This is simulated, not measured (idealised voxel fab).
Process module name: voxel self aligned contacts
Section shown: cut. Width: 175 nm. Cell size: 5 nm, square.
Cross-section layout: square cells on a grid; listed as bands, top to bottom; a band spans one or more cell rows.
Top, bottom (nm), then materials left to right with widths (nm); lone material tagged "full width" fills the whole band edge to edge; "air" = empty space.
Beneath 0, the wafer as received is one material, and that level is where height counting begins. The lowest band goes on downward without a bottom; it is written like "from 0 down".
A width such as "30 to 40" changes by the same amount from each row of cells to the next, from the band's top row to its bottom row.
When a step is marked "stayed the same", none of the cells in the cross-section changed during that step.
For the entry "Enclosed void inventory", the listed items are empty spaces with no open way to the top whose size is 8 cells or more; each item follows the pattern width x height at distance, where distance is from the left edge and all three are in nm.
The remark found on a step's line after its settings is issued by the simulator itself and pertains to that step.
overlay nm: on a step with a mask, how far right of its planned place the mask lay; negative means left.

# So here's the lineup of process steps we planned
step 1: RECEIVE with material Si
step 2: CONFORMAL_DEP with material SiO2, thk nm 5
step 3: DIRECTIONAL_DEP with material polySi, thk nm 25
step 4: DIRECTIONAL_DEP with material SiN, thk nm 15
step 5: DIRECTIONAL_DEP with material aC, thk nm 10
step 6: PATTERN with tone cover, mask id GATE, material resist, width nm 30, pitch nm 60, thk nm 30, overlay nm 0
step 7: DIRECTIONAL_ETCH with etch materials aC, depth nm 10
step 8: STRIP with etch materials resist
step 9: DIRECTIONAL_ETCH with etch materials SiN, depth nm 15
step 10: DIRECTIONAL_ETCH with etch materials polySi, depth nm 25
step 11: STRIP with etch materials aC
step 12: CONFORMAL_DEP with material SiN, thk nm 5
step 13: DIRECTIONAL_ETCH with etch materials SiN, depth nm 5
step 14: FILL_DEP with material SiO2, thk nm 15
step 15: CMP with height nm 55
step 16: DIRECTIONAL_DEP with material aC, thk nm 10
step 17: PATTERN with tone open, mask id CONTACT, material resist, width nm 40, thk nm 30, overlay nm 0
step 18: DIRECTIONAL_ETCH with etch materials aC, depth nm 10
step 19: STRIP with etch materials resist
step 20: DIRECTIONAL_ETCH with etch materials SiO2, depth nm 55
step 21: STRIP with etch materials aC
step 22: CONFORMAL_DEP with material TiN, thk nm 5
step 23: FILL_DEP with material Ru, thk nm 5
step 24: CMP with height nm 55
step 25: CONFORMAL_DEP with material SiCN, thk nm 5

# First wafer of two (run as planned)

# Step 1 complete: cross-section of the wafer as received
> from 0 down = Si full width
> Enclosed void inventory: none

# Take a look at the wafer's cross-section after step 2
> from 5 to 0 = SiO2 full width
> Anything lower than 0 is untouched.

# Take a look at the wafer's cross-section after step 3
> from 30 to 5 = polySi full width
> Anything lower than 5 is untouched.

# Take a look at the wafer's cross-section after step 4
> from 45 to 30 = SiN full width
> Anything lower than 30 is untouched.

# Take a look at the wafer's cross-section after step 5
> from 55 to 45 = aC full width
> Anything lower than 45 is untouched.

# Take a look at the wafer's cross-section after step 6
> from 85 to 55 = 40 air, 30 resist, 30 air, 30 resist, 45 air
> Anything lower than 55 is untouched.

# Take a look at the wafer's cross-section after step 7
> from 75 to 55 = 40 air, 30 resist, 30 air, 30 resist, 45 air
> from 55 to 45 = 40 air, 30 aC, 30 air, 30 aC, 45 air
> Anything lower than 45 is untouched.

# Take a look at the wafer's cross-section after step 8
> from 55 to 45 = 40 air, 30 aC, 30 air, 30 aC, 45 air
> Anything lower than 45 is untouched.

# Take a look at the wafer's cross-section after step 9
> from 55 to 45 = 40 air, 30 aC, 30 air, 30 aC, 45 air
> from 45 to 30 = 40 air, 30 SiN, 30 air, 30 SiN, 45 air
> Anything lower than 30 is untouched.

# Take a look at the wafer's cross-section after step 10
> from 55 to 45 = 40 air, 30 aC, 30 air, 30 aC, 45 air
> from 45 to 30 = 40 air, 30 SiN, 30 air, 30 SiN, 45 air
> from 30 to 5 = 40 air, 30 polySi, 30 air, 30 polySi, 45 air
> Anything lower than 5 is untouched.

# Take a look at the wafer's cross-section after step 11
> from 45 to 30 = 40 air, 30 SiN, 30 air, 30 SiN, 45 air
> Anything lower than 30 is untouched.

# Take a look at the wafer's cross-section after step 12
> from 50 to 30 = 35 air, 40 SiN, 20 air, 40 SiN, 40 air
> from 30 to 10 = 35 air, 5 SiN, 30 polySi, 5 SiN, 20 air, 5 SiN, 30 polySi, 5 SiN, 40 air
> from 10 to 5 = 40 SiN, 30 polySi, 30 SiN, 30 polySi, 45 SiN
> Anything lower than 5 is untouched.

# Take a look at the wafer's cross-section after step 13
> from 45 to 30 = 35 air, 40 SiN, 20 air, 40 SiN, 40 air
> from 30 to 5 = 35 air, 5 SiN, 30 polySi, 5 SiN, 20 air, 5 SiN, 30 polySi, 5 SiN, 40 air
> Anything lower than 5 is untouched.

# Take a look at the wafer's cross-section after step 14
> from 60 to 45 = SiO2 full width
> from 45 to 30 = 35 SiO2, 40 SiN, 20 SiO2, 40 SiN, 40 SiO2
> from 30 to 5 = 35 SiO2, 5 SiN, 30 polySi, 5 SiN, 20 SiO2, 5 SiN, 30 polySi, 5 SiN, 40 SiO2
> Anything lower than 5 is untouched.

# Take a look at the wafer's cross-section after step 15
> from 55 to 45 = SiO2 full width
> Anything lower than 45 is untouched.

# Take a look at the wafer's cross-section after step 16
> from 65 to 55 = aC full width
> Anything lower than 55 is untouched.

# Take a look at the wafer's cross-section after step 17
> from 95 to 65 = 65 resist, 40 air, 70 resist
> Anything lower than 65 is untouched.

# Take a look at the wafer's cross-section after step 18
> from 85 to 65 = 65 resist, 40 air, 70 resist
> from 65 to 55 = 65 aC, 40 air, 70 aC
> Anything lower than 55 is untouched.

# Take a look at the wafer's cross-section after step 19
> from 65 to 55 = 65 aC, 40 air, 70 aC
> Anything lower than 55 is untouched.

# Take a look at the wafer's cross-section after step 20
> from 65 to 55 = 65 aC, 40 air, 70 aC
> from 55 to 45 = 65 SiO2, 40 air, 70 SiO2
> from 45 to 30 = 35 SiO2, 40 SiN, 20 air, 40 SiN, 40 SiO2
> from 30 to 5 = 35 SiO2, 5 SiN, 30 polySi, 5 SiN, 20 air, 5 SiN, 30 polySi, 5 SiN, 40 SiO2
> from 5 to 0 = 75 SiO2, 20 air, 80 SiO2
> Anything lower than 0 is untouched.

# Take a look at the wafer's cross-section after step 21
> from 55 to 45 = 65 SiO2, 40 air, 70 SiO2
> Anything lower than 45 is untouched.

# Take a look at the wafer's cross-section after step 22
> from 60 to 55 = 70 TiN, 30 air, 75 TiN
> from 55 to 45 = 65 SiO2, 5 to 15 TiN, 30 to 10 air, 5 to 15 TiN, 70 SiO2
> from 45 to 30 = 35 SiO2, 40 SiN, 5 TiN, 10 air, 5 TiN, 40 SiN, 40 SiO2
> from 30 to 5 = 35 SiO2, 5 SiN, 30 polySi, 5 SiN, 5 TiN, 10 air, 5 TiN, 5 SiN, 30 polySi, 5 SiN, 40 SiO2
> from 5 to 0 = 75 SiO2, 20 TiN, 80 SiO2
> Anything lower than 0 is untouched.

# Take a look at the wafer's cross-section after step 23
> from 65 to 60 = Ru full width
> from 60 to 55 = 70 TiN, 30 Ru, 75 TiN
> from 55 to 45 = 65 SiO2, 5 to 15 TiN, 30 to 10 Ru, 5 to 15 TiN, 70 SiO2
> from 45 to 30 = 35 SiO2, 40 SiN, 5 TiN, 10 Ru, 5 TiN, 40 SiN, 40 SiO2
> from 30 to 5 = 35 SiO2, 5 SiN, 30 polySi, 5 SiN, 5 TiN, 10 Ru, 5 TiN, 5 SiN, 30 polySi, 5 SiN, 40 SiO2
> Anything lower than 5 is untouched.

# Take a look at the wafer's cross-section after step 24
> from 55 to 45 = 65 SiO2, 5 to 15 TiN, 30 to 10 Ru, 5 to 15 TiN, 70 SiO2
> Anything lower than 45 is untouched.

# Take a look at the wafer's cross-section after step 25
> from 60 to 55 = SiCN full width
> Anything lower than 55 is untouched.

# Wafer two. Identical start, identical plan. One mistake in execution. Identical history through step 1

Cross-section of the second wafer when, according to plan, step 2 should have finished: stayed the same

# Cross-section of the second wafer when, according to plan, step 3 should have finished
> from 25 to 0 = polySi full width
> Anything lower than 0 is untouched.

# Cross-section of the second wafer when, according to plan, step 4 should have finished
> from 40 to 25 = SiN full width
> Anything lower than 25 is untouched.

# Cross-section of the second wafer when, according to plan, step 5 should have finished
> from 50 to 40 = aC full width
> Anything lower than 40 is untouched.

# Cross-section of the second wafer when, according to plan, step 6 should have finished
> from 80 to 50 = 40 air, 30 resist, 30 air, 30 resist, 45 air
> Anything lower than 50 is untouched.

# Cross-section of the second wafer when, according to plan, step 7 should have finished
> from 70 to 50 = 40 air, 30 resist, 30 air, 30 resist, 45 air
> from 50 to 40 = 40 air, 30 aC, 30 air, 30 aC, 45 air
> Anything lower than 40 is untouched.

# Cross-section of the second wafer when, according to plan, step 8 should have finished
> from 50 to 40 = 40 air, 30 aC, 30 air, 30 aC, 45 air
> Anything lower than 40 is untouched.

# Cross-section of the second wafer when, according to plan, step 9 should have finished
> from 50 to 40 = 40 air, 30 aC, 30 air, 30 aC, 45 air
> from 40 to 25 = 40 air, 30 SiN, 30 air, 30 SiN, 45 air
> Anything lower than 25 is untouched.

# Cross-section of the second wafer when, according to plan, step 10 should have finished
> from 50 to 40 = 40 air, 30 aC, 30 air, 30 aC, 45 air
> from 40 to 25 = 40 air, 30 SiN, 30 air, 30 SiN, 45 air
> from 25 to 0 = 40 air, 30 polySi, 30 air, 30 polySi, 45 air
> Anything lower than 0 is untouched.

# Cross-section of the second wafer when, according to plan, step 11 should have finished
> from 40 to 25 = 40 air, 30 SiN, 30 air, 30 SiN, 45 air
> Anything lower than 25 is untouched.

# Cross-section of the second wafer when, according to plan, step 12 should have finished
> from 45 to 25 = 35 air, 40 SiN, 20 air, 40 SiN, 40 air
> from 25 to 5 = 35 air, 5 SiN, 30 polySi, 5 SiN, 20 air, 5 SiN, 30 polySi, 5 SiN, 40 air
> from 5 to 0 = 40 SiN, 30 polySi, 30 SiN, 30 polySi, 45 SiN
> Anything lower than 0 is untouched.

# Cross-section of the second wafer when, according to plan, step 13 should have finished
> from 40 to 25 = 35 air, 40 SiN, 20 air, 40 SiN, 40 air
> from 25 to 0 = 35 air, 5 SiN, 30 polySi, 5 SiN, 20 air, 5 SiN, 30 polySi, 5 SiN, 40 air
> Anything lower than 0 is untouched.

# Cross-section of the second wafer when, according to plan, step 14 should have finished
> from 55 to 40 = SiO2 full width
> from 40 to 25 = 35 SiO2, 40 SiN, 20 SiO2, 40 SiN, 40 SiO2
> from 25 to 0 = 35 SiO2, 5 SiN, 30 polySi, 5 SiN, 20 SiO2, 5 SiN, 30 polySi, 5 SiN, 40 SiO2
> Anything lower than 0 is untouched.

Cross-section of the second wafer when, according to plan, step 15 should have finished: stayed the same

# Cross-section of the second wafer when, according to plan, step 16 should have finished
> from 65 to 55 = aC full width
> Anything lower than 55 is untouched.

# Cross-section of the second wafer when, according to plan, step 17 should have finished
> from 95 to 65 = 65 resist, 40 air, 70 resist
> Anything lower than 65 is untouched.

# Cross-section of the second wafer when, according to plan, step 18 should have finished
> from 85 to 65 = 65 resist, 40 air, 70 resist
> from 65 to 55 = 65 aC, 40 air, 70 aC
> Anything lower than 55 is untouched.

# Cross-section of the second wafer when, according to plan, step 19 should have finished
> from 65 to 55 = 65 aC, 40 air, 70 aC
> Anything lower than 55 is untouched.

# Cross-section of the second wafer when, according to plan, step 20 should have finished
> from 65 to 55 = 65 aC, 40 air, 70 aC
> from 55 to 40 = 65 SiO2, 40 air, 70 SiO2
> from 40 to 25 = 35 SiO2, 40 SiN, 20 air, 40 SiN, 40 SiO2
> from 25 to 0 = 35 SiO2, 5 SiN, 30 polySi, 5 SiN, 20 air, 5 SiN, 30 polySi, 5 SiN, 40 SiO2
> Anything lower than 0 is untouched.

# Cross-section of the second wafer when, according to plan, step 21 should have finished
> from 55 to 40 = 65 SiO2, 40 air, 70 SiO2
> Anything lower than 40 is untouched.

# Cross-section of the second wafer when, according to plan, step 22 should have finished
> from 60 to 55 = 70 TiN, 30 air, 75 TiN
> from 55 to 45 = 65 SiO2, 5 TiN, 30 air, 5 TiN, 70 SiO2
> from 45 to 40 = 65 SiO2, 15 TiN, 10 air, 15 TiN, 70 SiO2
> from 40 to 25 = 35 SiO2, 40 SiN, 5 TiN, 10 air, 5 TiN, 40 SiN, 40 SiO2
> from 25 to 5 = 35 SiO2, 5 SiN, 30 polySi, 5 SiN, 5 TiN, 10 air, 5 TiN, 5 SiN, 30 polySi, 5 SiN, 40 SiO2
> from 5 to 0 = 35 SiO2, 5 SiN, 30 polySi, 5 SiN, 20 TiN, 5 SiN, 30 polySi, 5 SiN, 40 SiO2
> Anything lower than 0 is untouched.

# Cross-section of the second wafer when, according to plan, step 23 should have finished
> from 65 to 60 = Ru full width
> from 60 to 55 = 70 TiN, 30 Ru, 75 TiN
> from 55 to 45 = 65 SiO2, 5 TiN, 30 Ru, 5 TiN, 70 SiO2
> from 45 to 40 = 65 SiO2, 15 TiN, 10 Ru, 15 TiN, 70 SiO2
> from 40 to 25 = 35 SiO2, 40 SiN, 5 TiN, 10 Ru, 5 TiN, 40 SiN, 40 SiO2
> from 25 to 5 = 35 SiO2, 5 SiN, 30 polySi, 5 SiN, 5 TiN, 10 Ru, 5 TiN, 5 SiN, 30 polySi, 5 SiN, 40 SiO2
> Anything lower than 5 is untouched.

# Cross-section of the second wafer when, according to plan, step 24 should have finished
> from 55 to 45 = 65 SiO2, 5 TiN, 30 Ru, 5 TiN, 70 SiO2
> Anything lower than 45 is untouched.

# Cross-section of the second wafer when, according to plan, step 25 should have finished
> from 60 to 55 = SiCN full width
> Anything lower than 55 is untouched.
Where did the run depart from the plan? the run left out plan step 2 entirely, so it was never executed
Heads up, by the end the second wafer has more or fewer cells of some materials compared to the first: +4 Ru, -4 SiO2
